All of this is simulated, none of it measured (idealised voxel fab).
process module | voxel transistor to metal
cross-section cut | 300 nm wide | cells 5 nm
A cross-section is a grid of square cells, given in bands from the top down. A band is one or more rows of cells.
Each band's line starts with the height of the band's top and of its bottom, in nm. Then come its materials from left to right, each with its width in nm. One material with "throughout" fills the band from edge to edge. "air" is empty space.
Height 0 is the level under which the wafer as received is all one material. The lowest band goes on downwards, as in "0 down".
A width such as "30 to 40" changes by the same amount from each row of cells to the next, from the band's top row to its bottom row.
"no change" after a step means that no cell of the cross-section changed.
closed voids: empty space of 8 cells or more with no open way to the top, each as width x height at its distance from the left edge, in nm
after a step's settings: what the simulator itself notes on the step
overlay nm, on a step with a mask: how far to the right of its planned place the mask lay; to the left if negative
plan
1 op RECEIVE | material Si
2 op OXIDIZE | depth nm 5
3 op CONFORMAL_DEP | material SiN | thk nm 15
4 op PATTERN | tone cover | mask id ACTIVE | material resist | width nm 95 | pitch nm 115 | thk nm 20 | overlay nm 0
5 op DIRECTIONAL_ETCH | etch materials SiN | depth nm 15
6 op DIRECTIONAL_ETCH | etch materials SiO2 | depth nm 5
7 op DIRECTIONAL_ETCH | etch materials Si | depth nm 35
8 op STRIP | etch materials resist
9 op FILL_DEP | material SiO2 | thk nm 15
10 op CMP | height nm 15
11 op SELECTIVE_ETCH | etch materials SiO2 | depth nm 10
12 op STRIP | etch materials SiN
13 op SELECTIVE_ETCH | etch materials SiO2 | depth nm 5
14 op OXIDIZE | depth nm 5
15 op DIRECTIONAL_DEP | material polySi | thk nm 20
16 op DIRECTIONAL_DEP | material SiCN | thk nm 10
17 op PATTERN | tone cover | mask id GATE | material resist | width nm 25 | pitch nm 115 | thk nm 15 | overlay nm 0
18 op DIRECTIONAL_ETCH | etch materials SiCN | depth nm 20
19 op DIRECTIONAL_ETCH | etch materials polySi | depth nm 30
20 op STRIP | etch materials resist
21 op CONFORMAL_DEP | material SiN | thk nm 5
22 op DIRECTIONAL_ETCH | etch materials SiN | depth nm 5
23 op DIRECTIONAL_ETCH | etch materials SiO2 | depth nm 5
24 op EPI | material SiGe | thk nm 5
25 op FILL_DEP | material SiO2 | thk nm 10
26 op CMP | height nm 15
27 op STRIP | etch materials polySi
28 op SELECTIVE_ETCH | etch materials SiO2 | depth nm 5
29 op CONFORMAL_DEP | material HfO2 | thk nm 5
30 op CONFORMAL_DEP | material TiN | thk nm 5
31 op FILL_DEP | material W | thk nm 10
32 op CMP | height nm 10
33 op DIRECTIONAL_DEP | material SiO2 | thk nm 10
34 op DIRECTIONAL_DEP | material aC | thk nm 10
35 op PATTERN | tone open | mask id CONTACT | material resist | width nm 15 | thk nm 30 | overlay nm 0
36 op DIRECTIONAL_ETCH | etch materials aC | depth nm 10
37 op STRIP | etch materials resist
38 op DIRECTIONAL_ETCH | etch materials SiO2 | depth nm 25
39 op STRIP | etch materials aC
40 op CONFORMAL_DEP | material TiN | thk nm 5
41 op FILL_DEP | material Ru | thk nm 5
42 op CMP | height nm 20
43 op CONFORMAL_DEP | material SiN | thk nm 5
44 op DIRECTIONAL_DEP | material SiO2 | thk nm 25
45 op MASKED_ETCH | tone open | mask id METAL_1 | width nm 15 | etch materials SiO2 | depth nm 25 | overlay nm 0
46 op MASKED_ETCH | tone open | mask id METAL_1 | width nm 15 | etch materials SiN | depth nm 5 | overlay nm 0
47 op CONFORMAL_DEP | material TiN | thk nm 5
48 op FILL_DEP | material Ru | thk nm 10
49 op CMP | height nm 50
50 op CONFORMAL_DEP | material SiCN | thk nm 5
51 op DIRECTIONAL_DEP | material lowk | thk nm 30
52 op DIRECTIONAL_DEP | material aC | thk nm 10
53 op PATTERN | tone open | mask id METAL_2 | material resist | width nm 15 | pitch nm 115 | thk nm 25 | overlay nm 0
54 op DIRECTIONAL_ETCH | etch materials aC | depth nm 10
55 op STRIP | etch materials resist
56 op DIRECTIONAL_ETCH | etch materials lowk | depth nm 20
57 op STRIP | etch materials aC
58 op DIRECTIONAL_DEP | material aC | thk nm 15
59 op PATTERN | tone open | mask id METAL_2_HOLES | material resist | width nm 15 | pitch nm 115 | thk nm 30 | overlay nm 0
60 op DIRECTIONAL_ETCH | etch materials aC | depth nm 15
61 op STRIP | etch materials resist
62 op DIRECTIONAL_ETCH | etch materials lowk | depth nm 10
63 op DIRECTIONAL_ETCH | etch materials SiCN | depth nm 5
64 op STRIP | etch materials aC
65 op CONFORMAL_DEP | material TiN | thk nm 5
66 op FILL_DEP | material Ru | thk nm 10
67 op CMP | height nm 85
68 op CONFORMAL_DEP | material SiN | thk nm 5
as received, after step 1
  0 down: Si throughout
  closed voids: none
a wafer at the end: this start, this plan, one mistake
  90 to 85: SiN throughout
  85 to 55: lowk 50 | TiN 5 | Ru 5 | TiN 5 | lowk 100 | TiN 5 | Ru 5 | TiN 5 | lowk 120
  55 to 50: SiCN 50 | TiN 15 | SiCN 100 | TiN 15 | SiCN 120
  50 to 25: SiO2 50 | TiN 5 | Ru 5 | TiN 5 | SiO2 55 | TiN 5 | Ru 5 | TiN 5 | SiO2 30 | TiN 5 | Ru 5 | TiN 5 | SiO2 55 | TiN 5 | Ru 5 | TiN 5 | SiO2 50
  25 to 20: SiN 50 | TiN 15 | SiN 55 | TiN 15 | SiN 30 | TiN 15 | SiN 55 | TiN 15 | SiN 50
  20 to 10: SiO2 50 | TiN 5 | Ru 5 | TiN 5 | SiO2 55 | TiN 5 | Ru 5 | TiN 5 | SiO2 30 | TiN 5 | Ru 5 | TiN 5 | SiO2 55 | TiN 5 | Ru 5 | TiN 5 | SiO2 50
  10 to 0: SiO2 50 | TiN 5 | Ru 5 | TiN 5 | SiO2 5 | SiN 5 | HfO2 5 | TiN 5 | W 15 | TiN 5 | HfO2 5 | SiN 5 | SiO2 5 | TiN 5 | Ru 5 | TiN 5 | SiO2 30 | TiN 5 | Ru 5 | TiN 5 | SiO2 5 | SiN 5 | HfO2 5 | TiN 5 | W 15 | TiN 5 | HfO2 5 | SiN 5 | SiO2 5 | TiN 5 | Ru 5 | TiN 5 | SiO2 50
  0 to -5: SiO2 40 | SiN 5 | SiO2 5 | TiN 15 | SiO2 5 | SiN 5 | HfO2 5 | TiN 25 | HfO2 5 | SiN 5 | SiO2 5 | TiN 15 | SiO2 5 | SiN 5 | SiO2 10 | SiN 5 | SiO2 5 | TiN 15 | SiO2 5 | SiN 5 | HfO2 5 | TiN 25 | HfO2 5 | SiN 5 | SiO2 5 | TiN 15 | SiO2 5 | SiN 5 | SiO2 40
  -5 to -10: SiO2 45 | SiGe 25 | HfO2 45 | SiGe 25 | SiO2 20 | SiGe 25 | HfO2 45 | SiGe 25 | SiO2 45
  -10 to -40: SiO2 45 | Si 95 | SiO2 20 | Si 95 | SiO2 45
  -40 down: Si throughout
  closed voids: none
what went wrong: step 17 ran as: op PATTERN | tone cover | mask id GATE | material resist | width nm 35 | pitch nm 115 | thk nm 15 | overlay nm 0
